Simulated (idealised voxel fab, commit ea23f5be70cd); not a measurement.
process module | voxel transistor to metal
Square cells of 5 nm make up the cross-section cut, whose width is 155 nm.
Cross-section, as written here: a square-cell grid given band by band from the top down, where a band holds one or more rows of cells.
This entry defines a band. It first specifies the height of the band's top and the height of its bottom in nm, and then specifies the band's materials from left to right, stating each material with its width in nm. The word "full width" identifies a single material that fills the band from edge to edge, while the word "blank" identifies empty space.
Below 0: as-received wafer, all one material; heights counted from there. Lowest band: no bottom, goes on down, written "from 0 down".
Width spec "30->40" -> top row of cells at first value, bottom row at second value, equal per-row change in between.
When a step is marked "no alterations made", none of the cells in the cross-section changed during that step.
"Sealed voids" specifies each empty space that is not open to the top and that occupies no fewer than 8 cells, using the form width x height at distance, the distance measured from the left edge and all three quantities in nm.
Note: text after step settings on the step line = simulator remark on that step.
The setting "overlay nm" may be written on the line of a step. When the step uses a mask, the value reports how far to the right of the planned place the mask lay, and a negative value reports that it lay to the left.

### Planned process steps
1. RECEIVE | material Si
2. CONFORMAL_DEP | material SiO2 | thk nm 5
3. CONFORMAL_DEP | material SiN | thk nm 15
4. PATTERN | tone cover | mask id ACTIVE | material resist | width nm 105 | thk nm 15 | overlay nm 0
5. DIRECTIONAL_ETCH | etch materials SiN | depth nm 15
6. DIRECTIONAL_ETCH | etch materials SiO2 | depth nm 5
7. DIRECTIONAL_ETCH | etch materials Si | depth nm 20
8. STRIP | etch materials resist
9. OXIDIZE | depth nm 5
10. FILL_DEP | material SiO2 | thk nm 15
11. CMP | height nm 20
12. SELECTIVE_ETCH | etch materials SiO2 | depth nm 15
13. STRIP | etch materials SiN
14. SELECTIVE_ETCH | etch materials SiO2 | depth nm 5
15. OXIDIZE | depth nm 5
16. DIRECTIONAL_DEP | material polySi | thk nm 30
17. DIRECTIONAL_DEP | material SiCN | thk nm 10
18. DIRECTIONAL_DEP | material aC | thk nm 10
19. PATTERN | tone cover | mask id GATE | material resist | width nm 25 | thk nm 30 | overlay nm 0
20. DIRECTIONAL_ETCH | etch materials aC | depth nm 10
21. STRIP | etch materials resist
22. DIRECTIONAL_ETCH | etch materials SiCN | depth nm 20
23. DIRECTIONAL_ETCH | etch materials polySi | depth nm 40
24. STRIP | etch materials aC
25. CONFORMAL_DEP | material SiO2 | thk nm 5
26. DIRECTIONAL_ETCH | etch materials SiO2 | depth nm 5
27. CONFORMAL_DEP | material SiN | thk nm 10
28. DIRECTIONAL_ETCH | etch materials SiN | depth nm 10
29. DIRECTIONAL_ETCH | etch materials SiO2 | depth nm 5
30. DIRECTIONAL_ETCH | etch materials Si | depth nm 15
31. EPI | material nSi | thk nm 15
32. FILL_DEP | material SiO2 | thk nm 10
33. CMP | height nm 40
34. DIRECTIONAL_DEP | material SiO2 | thk nm 15
35. PATTERN | tone open | mask id CONTACT | material resist | width nm 30 | pitch nm 65 | thk nm 20 | overlay nm 0
36. DIRECTIONAL_ETCH | etch materials SiO2 | depth nm 60
37. STRIP | etch materials resist
38. CONFORMAL_DEP | material TiN | thk nm 5
39. FILL_DEP | material Ru | thk nm 5
40. CMP | height nm 55
41. CONFORMAL_DEP | material SiCN | thk nm 5
42. DIRECTIONAL_DEP | material SiO2 | thk nm 25
43. MASKED_ETCH | tone open | mask id METAL_1 | width nm 20 | pitch nm 75 | etch materials SiO2 | depth nm 25 | overlay nm 0
44. MASKED_ETCH | tone open | mask id METAL_1 | width nm 20 | pitch nm 75 | etch materials SiCN | depth nm 5 | overlay nm 0
45. CONFORMAL_DEP | material TiN | thk nm 5
46. FILL_DEP | material Cu | thk nm 5
47. CMP | height nm 85
48. CONFORMAL_DEP | material SiN | thk nm 5

### What follows covers the first of two wafers; it ran as planned

### So this is the incoming wafer in cross-section - it's already been through step 1
> from 0 down = Si full width
> Sealed voids: none

### The following cross-section depicts the wafer upon completion of step 2
> from 5 to 0 = SiO2 full width
> Heights below 0 show no change.

### The following cross-section depicts the wafer upon completion of step 3
> from 20 to 5 = SiN full width
> Heights below 5 show no change.

### The following cross-section depicts the wafer upon completion of step 4
> from 35 to 20 = 25 of blank  105 of resist  25 of blank
> Heights below 20 show no change.

### The following cross-section depicts the wafer upon completion of step 5
> from 35 to 20 = 25 of blank  105 of resist  25 of blank
> from 20 to 5 = 25 of blank  105 of SiN  25 of blank
> Heights below 5 show no change.

### The following cross-section depicts the wafer upon completion of step 6
> from 35 to 20 = 25 of blank  105 of resist  25 of blank
> from 20 to 5 = 25 of blank  105 of SiN  25 of blank
> from 5 to 0 = 25 of blank  105 of SiO2  25 of blank
> Heights below 0 show no change.

### The following cross-section depicts the wafer upon completion of step 7
> from 35 to 20 = 25 of blank  105 of resist  25 of blank
> from 20 to 5 = 25 of blank  105 of SiN  25 of blank
> from 5 to 0 = 25 of blank  105 of SiO2  25 of blank
> from 0 to -20 = 25 of blank  105 of Si  25 of blank
> Heights below -20 show no change.

### The following cross-section depicts the wafer upon completion of step 8
> from 20 to 5 = 25 of blank  105 of SiN  25 of blank
> Heights below 5 show no change.

### The following cross-section depicts the wafer upon completion of step 9
> from 20 to 5 = 25 of blank  105 of SiN  25 of blank
> from 5 to 0 = 25 of blank  105 of SiO2  25 of blank
> from 0 to -20 = 25 of blank  5 of SiO2  95 of Si  5 of SiO2  25 of blank
> from -20 to -25 = 30 of SiO2  95 of Si  30 of SiO2
> Heights below -25 show no change.

### The following cross-section depicts the wafer upon completion of step 10
> from 35 to 20 = SiO2 full width
> from 20 to 5 = 25 of SiO2  105 of SiN  25 of SiO2
> from 5 to 0 = SiO2 full width
> from 0 to -25 = 30 of SiO2  95 of Si  30 of SiO2
> Heights below -25 show no change.

### The following cross-section depicts the wafer upon completion of step 11
> from 20 to 5 = 25 of SiO2  105 of SiN  25 of SiO2
> Heights below 5 show no change.

### The following cross-section depicts the wafer upon completion of step 12
> from 20 to 5 = 25 of blank  105 of SiN  25 of blank
> Heights below 5 show no change.

### The following cross-section depicts the wafer upon completion of step 13
> from 5 to 0 = SiO2 full width
> Heights below 0 show no change.

### The following cross-section depicts the wafer upon completion of step 14
> from 0 to -25 = 30 of SiO2  95 of Si  30 of SiO2
> Heights below -25 show no change.

### The following cross-section depicts the wafer upon completion of step 15
> from 0 to -5 = SiO2 full width
> Heights below -5 show no change.

### The following cross-section depicts the wafer upon completion of step 16
> from 30 to 0 = polySi full width
> Heights below 0 show no change.

### The following cross-section depicts the wafer upon completion of step 17
> from 40 to 30 = SiCN full width
> Heights below 30 show no change.

### The following cross-section depicts the wafer upon completion of step 18
> from 50 to 40 = aC full width
> Heights below 40 show no change.

### The following cross-section depicts the wafer upon completion of step 19
> from 80 to 50 = 65 of blank  25 of resist  65 of blank
> Heights below 50 show no change.

### The following cross-section depicts the wafer upon completion of step 20
> from 70 to 50 = 65 of blank  25 of resist  65 of blank
> from 50 to 40 = 65 of blank  25 of aC  65 of blank
> Heights below 40 show no change.

### The following cross-section depicts the wafer upon completion of step 21
> from 50 to 40 = 65 of blank  25 of aC  65 of blank
> Heights below 40 show no change.

### The following cross-section depicts the wafer upon completion of step 22
> from 50 to 40 = 65 of blank  25 of aC  65 of blank
> from 40 to 30 = 65 of blank  25 of SiCN  65 of blank
> Heights below 30 show no change.

### The following cross-section depicts the wafer upon completion of step 23
> from 50 to 40 = 65 of blank  25 of aC  65 of blank
> from 40 to 30 = 65 of blank  25 of SiCN  65 of blank
> from 30 to 0 = 65 of blank  25 of polySi  65 of blank
> Heights below 0 show no change.

### The following cross-section depicts the wafer upon completion of step 24
> from 40 to 30 = 65 of blank  25 of SiCN  65 of blank
> Heights below 30 show no change.

### The following cross-section depicts the wafer upon completion of step 25
> from 45 to 40 = 60 of blank  35 of SiO2  60 of blank
> from 40 to 30 = 60 of blank  5 of SiO2  25 of SiCN  5 of SiO2  60 of blank
> from 30 to 5 = 60 of blank  5 of SiO2  25 of polySi  5 of SiO2  60 of blank
> from 5 to 0 = 65 of SiO2  25 of polySi  65 of SiO2
> Heights below 0 show no change.

### The following cross-section depicts the wafer upon completion of step 26
> from 40 to 30 = 60 of blank  5 of SiO2  25 of SiCN  5 of SiO2  60 of blank
> from 30 to 0 = 60 of blank  5 of SiO2  25 of polySi  5 of SiO2  60 of blank
> Heights below 0 show no change.

### The following cross-section depicts the wafer upon completion of step 27
> from 50 to 40 = 50 of blank  55 of SiN  50 of blank
> from 40 to 30 = 50 of blank  10 of SiN  5 of SiO2  25 of SiCN  5 of SiO2  10 of SiN  50 of blank
> from 30 to 10 = 50 of blank  10 of SiN  5 of SiO2  25 of polySi  5 of SiO2  10 of SiN  50 of blank
> from 10 to 0 = 60 of SiN  5 of SiO2  25 of polySi  5 of SiO2  60 of SiN
> Heights below 0 show no change.

### The following cross-section depicts the wafer upon completion of step 28
> from 40 to 30 = 50 of blank  10 of SiN  5 of SiO2  25 of SiCN  5 of SiO2  10 of SiN  50 of blank
> from 30 to 0 = 50 of blank  10 of SiN  5 of SiO2  25 of polySi  5 of SiO2  10 of SiN  50 of blank
> Heights below 0 show no change.

### The following cross-section depicts the wafer upon completion of step 29
> from 40 to 35 = 50 of blank  10 of SiN  5 of blank  25 of SiCN  5 of blank  10 of SiN  50 of blank
> from 35 to 30 = 50 of blank  10 of SiN  5 of SiO2  25 of SiCN  5 of SiO2  10 of SiN  50 of blank
> from 30 to 0 = 50 of blank  10 of SiN  5 of SiO2  25 of polySi  5 of SiO2  10 of SiN  50 of blank
> from 0 to -5 = 50 of blank  55 of SiO2  50 of blank
> Heights below -5 show no change.

### The following cross-section depicts the wafer upon completion of step 30
> from 40 to 35 = 50 of blank  10 of SiN  5 of blank  25 of SiCN  5 of blank  10 of SiN  50 of blank
> from 35 to 30 = 50 of blank  10 of SiN  5 of SiO2  25 of SiCN  5 of SiO2  10 of SiN  50 of blank
> from 30 to 0 = 50 of blank  10 of SiN  5 of SiO2  25 of polySi  5 of SiO2  10 of SiN  50 of blank
> from 0 to -5 = 50 of blank  55 of SiO2  50 of blank
> from -5 to -20 = 30 of SiO2  20 of blank  55 of Si  20 of blank  30 of SiO2
> Heights below -20 show no change.

### The following cross-section depicts the wafer upon completion of step 31
> from 40 to 35 = 50 of blank  10 of SiN  5 of blank  25 of SiCN  5 of blank  10 of SiN  50 of blank
> from 35 to 30 = 50 of blank  10 of SiN  5 of SiO2  25 of SiCN  5 of SiO2  10 of SiN  50 of blank
> from 30 to 10 = 50 of blank  10 of SiN  5 of SiO2  25 of polySi  5 of SiO2  10 of SiN  50 of blank
> from 10 to 0 = 35 of blank  15 of nSi  10 of SiN  5 of SiO2  25 of polySi  5 of SiO2  10 of SiN  15 of nSi  35 of blank
> from 0 to -5 = 35 of blank  15 of nSi  55 of SiO2  15 of nSi  35 of blank
> from -5 to -20 = 30 of SiO2  20 of nSi  55 of Si  20 of nSi  30 of SiO2
> Heights below -20 show no change.

### The following cross-section depicts the wafer upon completion of step 32
> from 50 to 40 = SiO2 full width
> from 40 to 30 = 50 of SiO2  10 of SiN  5 of SiO2  25 of SiCN  5 of SiO2  10 of SiN  50 of SiO2
> from 30 to 10 = 50 of SiO2  10 of SiN  5 of SiO2  25 of polySi  5 of SiO2  10 of SiN  50 of SiO2
> from 10 to 0 = 35 of SiO2  15 of nSi  10 of SiN  5 of SiO2  25 of polySi  5 of SiO2  10 of SiN  15 of nSi  35 of SiO2
> from 0 to -5 = 35 of SiO2  15 of nSi  55 of SiO2  15 of nSi  35 of SiO2
> Heights below -5 show no change.

### The following cross-section depicts the wafer upon completion of step 33
> from 40 to 30 = 50 of SiO2  10 of SiN  5 of SiO2  25 of SiCN  5 of SiO2  10 of SiN  50 of SiO2
> Heights below 30 show no change.

### The following cross-section depicts the wafer upon completion of step 34
> from 55 to 40 = SiO2 full width
> Heights below 40 show no change.

### The following cross-section depicts the wafer upon completion of step 35
> from 75 to 55 = 30 of resist  30 of blank  35 of resist  30 of blank  30 of resist
> Heights below 55 show no change.

### The following cross-section depicts the wafer upon completion of step 36
> from 75 to 55 = 30 of resist  30 of blank  35 of resist  30 of blank  30 of resist
> from 55 to 40 = 30 of SiO2  30 of blank  35 of SiO2  30 of blank  30 of SiO2
> from 40 to 30 = 30 of SiO2  20 of blank  10 of SiN  5 of SiO2  25 of SiCN  5 of SiO2  10 of SiN  20 of blank  30 of SiO2
> from 30 to 10 = 30 of SiO2  20 of blank  10 of SiN  5 of SiO2  25 of polySi  5 of SiO2  10 of SiN  20 of blank  30 of SiO2
> from 10 to 0 = 30 of SiO2  5 of blank  15 of nSi  10 of SiN  5 of SiO2  25 of polySi  5 of SiO2  10 of SiN  15 of nSi  5 of blank  30 of SiO2
> from 0 to -5 = 30 of SiO2  5 of blank  15 of nSi  55 of SiO2  15 of nSi  5 of blank  30 of SiO2
> Heights below -5 show no change.

### The following cross-section depicts the wafer upon completion of step 37
> from 55 to 40 = 30 of SiO2  30 of blank  35 of SiO2  30 of blank  30 of SiO2
> Heights below 40 show no change.

### The following cross-section depicts the wafer upon completion of step 38
> from 60 to 55 = 35 of TiN  20 of blank  45 of TiN  20 of blank  35 of TiN
> from 55 to 45 = 30 of SiO2  5 of TiN  20 of blank  5 of TiN  35 of SiO2  5 of TiN  20 of blank  5 of TiN  30 of SiO2
> from 45 to 40 = 30 of SiO2  5 of TiN  10 of blank  15 of TiN  35 of SiO2  15 of TiN  10 of blank  5 of TiN  30 of SiO2
> from 40 to 30 = 30 of SiO2  5 of TiN  10 of blank  5 of TiN  10 of SiN  5 of SiO2  25 of SiCN  5 of SiO2  10 of SiN  5 of TiN  10 of blank  5 of TiN  30 of SiO2
> from 30 to 15 = 30 of SiO2  5 of TiN  10 of blank  5 of TiN  10 of SiN  5 of SiO2  25 of polySi  5 of SiO2  10 of SiN  5 of TiN  10 of blank  5 of TiN  30 of SiO2
> from 15 to 10 = 30 of SiO2  20 of TiN  10 of SiN  5 of SiO2  25 of polySi  5 of SiO2  10 of SiN  20 of TiN  30 of SiO2
> from 10 to 0 = 30 of SiO2  5 of TiN  15 of nSi  10 of SiN  5 of SiO2  25 of polySi  5 of SiO2  10 of SiN  15 of nSi  5 of TiN  30 of SiO2
> from 0 to -5 = 30 of SiO2  5 of TiN  15 of nSi  55 of SiO2  15 of nSi  5 of TiN  30 of SiO2
> Heights below -5 show no change.

### The following cross-section depicts the wafer upon completion of step 39
> from 65 to 60 = Ru full width
> from 60 to 55 = 35 of TiN  20 of Ru  45 of TiN  20 of Ru  35 of TiN
> from 55 to 45 = 30 of SiO2  5 of TiN  20 of Ru  5 of TiN  35 of SiO2  5 of TiN  20 of Ru  5 of TiN  30 of SiO2
> from 45 to 40 = 30 of SiO2  5 of TiN  10 of Ru  15 of TiN  35 of SiO2  15 of TiN  10 of Ru  5 of TiN  30 of SiO2
> from 40 to 30 = 30 of SiO2  5 of TiN  10 of Ru  5 of TiN  10 of SiN  5 of SiO2  25 of SiCN  5 of SiO2  10 of SiN  5 of TiN  10 of Ru  5 of TiN  30 of SiO2
> from 30 to 15 = 30 of SiO2  5 of TiN  10 of Ru  5 of TiN  10 of SiN  5 of SiO2  25 of polySi  5 of SiO2  10 of SiN  5 of TiN  10 of Ru  5 of TiN  30 of SiO2
> Heights below 15 show no change.

### The following cross-section depicts the wafer upon completion of step 40
> from 55 to 45 = 30 of SiO2  5 of TiN  20 of Ru  5 of TiN  35 of SiO2  5 of TiN  20 of Ru  5 of TiN  30 of SiO2
> Heights below 45 show no change.

### The following cross-section depicts the wafer upon completion of step 41
> from 60 to 55 = SiCN full width
> Heights below 55 show no change.

### The following cross-section depicts the wafer upon completion of step 42
> from 85 to 60 = SiO2 full width
> Heights below 60 show no change.

### The following cross-section depicts the wafer upon completion of step 43
> from 85 to 60 = 30 of SiO2  20 of blank  55 of SiO2  20 of blank  30 of SiO2
> Heights below 60 show no change.

### The following cross-section depicts the wafer upon completion of step 44
> from 85 to 60 = 30 of SiO2  20 of blank  55 of SiO2  20 of blank  30 of SiO2
> from 60 to 55 = 30 of SiCN  20 of blank  55 of SiCN  20 of blank  30 of SiCN
> Heights below 55 show no change.

### The following cross-section depicts the wafer upon completion of step 45
> from 90 to 85 = 35 of TiN  10 of blank  65 of TiN  10 of blank  35 of TiN
> from 85 to 60 = 30 of SiO2  5 of TiN  10 of blank  5 of TiN  55 of SiO2  5 of TiN  10 of blank  5 of TiN  30 of SiO2
> from 60 to 55 = 30 of SiCN  20 of TiN  55 of SiCN  20 of TiN  30 of SiCN
> Heights below 55 show no change.

### The following cross-section depicts the wafer upon completion of step 46
> from 95 to 90 = Cu full width
> from 90 to 85 = 35 of TiN  10 of Cu  65 of TiN  10 of Cu  35 of TiN
> from 85 to 60 = 30 of SiO2  5 of TiN  10 of Cu  5 of TiN  55 of SiO2  5 of TiN  10 of Cu  5 of TiN  30 of SiO2
> Heights below 60 show no change.

### The following cross-section depicts the wafer upon completion of step 47
> from 85 to 60 = 30 of SiO2  5 of TiN  10 of Cu  5 of TiN  55 of SiO2  5 of TiN  10 of Cu  5 of TiN  30 of SiO2
> Heights below 60 show no change.

### The following cross-section depicts the wafer upon completion of step 48
> from 90 to 85 = SiN full width
> Heights below 85 show no change.

### It is to be noted that the second wafer proceeded from the same initial state and according to the same plan as the first, although one mistake was committed in its execution; through step 34, inclusive, the two wafers share an identical history

### X-section, second wafer, when step 35 was due to finish
> from 75 to 55 = 25 of resist  30 of blank  35 of resist  30 of blank  35 of resist
> Heights below 55 show no change.

### X-section, second wafer, when step 36 was due to finish
> from 75 to 55 = 25 of resist  30 of blank  35 of resist  30 of blank  35 of resist
> from 55 to 40 = 25 of SiO2  30 of blank  35 of SiO2  30 of blank  35 of SiO2
> from 40 to 30 = 25 of SiO2  25 of blank  10 of SiN  5 of SiO2  25 of SiCN  5 of blank  10 of SiN  15 of blank  35 of SiO2
> from 30 to 10 = 25 of SiO2  25 of blank  10 of SiN  5 of SiO2  25 of polySi  5 of blank  10 of SiN  15 of blank  35 of SiO2
> from 10 to 0 = 25 of SiO2  10 of blank  15 of nSi  10 of SiN  5 of SiO2  25 of polySi  5 of blank  10 of SiN  15 of nSi  35 of SiO2
> from 0 to -5 = 25 of SiO2  10 of blank  15 of nSi  40 of SiO2  5 of blank  10 of SiO2  15 of nSi  35 of SiO2
> Heights below -5 show no change.

### X-section, second wafer, when step 37 was due to finish
> from 55 to 40 = 25 of SiO2  30 of blank  35 of SiO2  30 of blank  35 of SiO2
> Heights below 40 show no change.

### X-section, second wafer, when step 38 was due to finish
> from 60 to 55 = 30 of TiN  20 of blank  45 of TiN  20 of blank  40 of TiN
> from 55 to 45 = 25 of SiO2  5 of TiN  20 of blank  5 of TiN  35 of SiO2  5 of TiN  20 of blank  5 of TiN  35 of SiO2
> from 45 to 40 = 25 of SiO2  5 of TiN  15 of blank  10 of TiN  35 of SiO2  20 of TiN  5 of blank  5 of TiN  35 of SiO2
> from 40 to 30 = 25 of SiO2  5 of TiN  15 of blank  5 of TiN  10 of SiN  5 of SiO2  25 of SiCN  5 of TiN  10 of SiN  5 of TiN  5 of blank  5 of TiN  35 of SiO2
> from 30 to 15 = 25 of SiO2  5 of TiN  15 of blank  5 of TiN  10 of SiN  5 of SiO2  25 of polySi  5 of TiN  10 of SiN  5 of TiN  5 of blank  5 of TiN  35 of SiO2
> from 15 to 10 = 25 of SiO2  25 of TiN  10 of SiN  5 of SiO2  25 of polySi  5 of TiN  10 of SiN  15 of TiN  35 of SiO2
> from 10 to 0 = 25 of SiO2  10 of TiN  15 of nSi  10 of SiN  5 of SiO2  25 of polySi  5 of TiN  10 of SiN  15 of nSi  35 of SiO2
> from 0 to -5 = 25 of SiO2  10 of TiN  15 of nSi  40 of SiO2  5 of TiN  10 of SiO2  15 of nSi  35 of SiO2
> Heights below -5 show no change.

### X-section, second wafer, when step 39 was due to finish
> from 65 to 60 = Ru full width
> from 60 to 55 = 30 of TiN  20 of Ru  45 of TiN  20 of Ru  40 of TiN
> from 55 to 45 = 25 of SiO2  5 of TiN  20 of Ru  5 of TiN  35 of SiO2  5 of TiN  20 of Ru  5 of TiN  35 of SiO2
> from 45 to 40 = 25 of SiO2  5 of TiN  15 of Ru  10 of TiN  35 of SiO2  20 of TiN  5 of Ru  5 of TiN  35 of SiO2
> from 40 to 30 = 25 of SiO2  5 of TiN  15 of Ru  5 of TiN  10 of SiN  5 of SiO2  25 of SiCN  5 of TiN  10 of SiN  5 of TiN  5 of Ru  5 of TiN  35 of SiO2
> from 30 to 15 = 25 of SiO2  5 of TiN  15 of Ru  5 of TiN  10 of SiN  5 of SiO2  25 of polySi  5 of TiN  10 of SiN  5 of TiN  5 of Ru  5 of TiN  35 of SiO2
> Heights below 15 show no change.

### X-section, second wafer, when step 40 was due to finish
> from 55 to 45 = 25 of SiO2  5 of TiN  20 of Ru  5 of TiN  35 of SiO2  5 of TiN  20 of Ru  5 of TiN  35 of SiO2
> Heights below 45 show no change.

### X-section, second wafer, when step 41 was due to finish
> from 60 to 55 = SiCN full width
> Heights below 55 show no change.

### X-section, second wafer, when step 42 was due to finish
> from 85 to 60 = SiO2 full width
> Heights below 60 show no change.

### X-section, second wafer, when step 43 was due to finish
> from 85 to 60 = 30 of SiO2  20 of blank  55 of SiO2  20 of blank  30 of SiO2
> Heights below 60 show no change.

### X-section, second wafer, when step 44 was due to finish
> from 85 to 60 = 30 of SiO2  20 of blank  55 of SiO2  20 of blank  30 of SiO2
> from 60 to 55 = 30 of SiCN  20 of blank  55 of SiCN  20 of blank  30 of SiCN
> Heights below 55 show no change.

### X-section, second wafer, when step 45 was due to finish
> from 90 to 85 = 35 of TiN  10 of blank  65 of TiN  10 of blank  35 of TiN
> from 85 to 60 = 30 of SiO2  5 of TiN  10 of blank  5 of TiN  55 of SiO2  5 of TiN  10 of blank  5 of TiN  30 of SiO2
> from 60 to 55 = 30 of SiCN  20 of TiN  55 of SiCN  20 of TiN  30 of SiCN
> Heights below 55 show no change.

### X-section, second wafer, when step 46 was due to finish
> from 95 to 90 = Cu full width
> from 90 to 85 = 35 of TiN  10 of Cu  65 of TiN  10 of Cu  35 of TiN
> from 85 to 60 = 30 of SiO2  5 of TiN  10 of Cu  5 of TiN  55 of SiO2  5 of TiN  10 of Cu  5 of TiN  30 of SiO2
> Heights below 60 show no change.

### X-section, second wafer, when step 47 was due to finish
> from 85 to 60 = 30 of SiO2  5 of TiN  10 of Cu  5 of TiN  55 of SiO2  5 of TiN  10 of Cu  5 of TiN  30 of SiO2
> Heights below 60 show no change.

### X-section, second wafer, when step 48 was due to finish
> from 90 to 85 = SiN full width
> Heights below 85 show no change.
Plan not followed: step 35 deviated from plan and actually ran as PATTERN | tone open | mask id CONTACT | material resist | width nm 30 | pitch nm 65 | thk nm 20 | overlay nm -5
It is noted that, at the conclusion of processing, the second wafer exhibits a higher or lower cell count for certain materials relative to the first: 9 fewer of SiO2 | 9 more of TiN
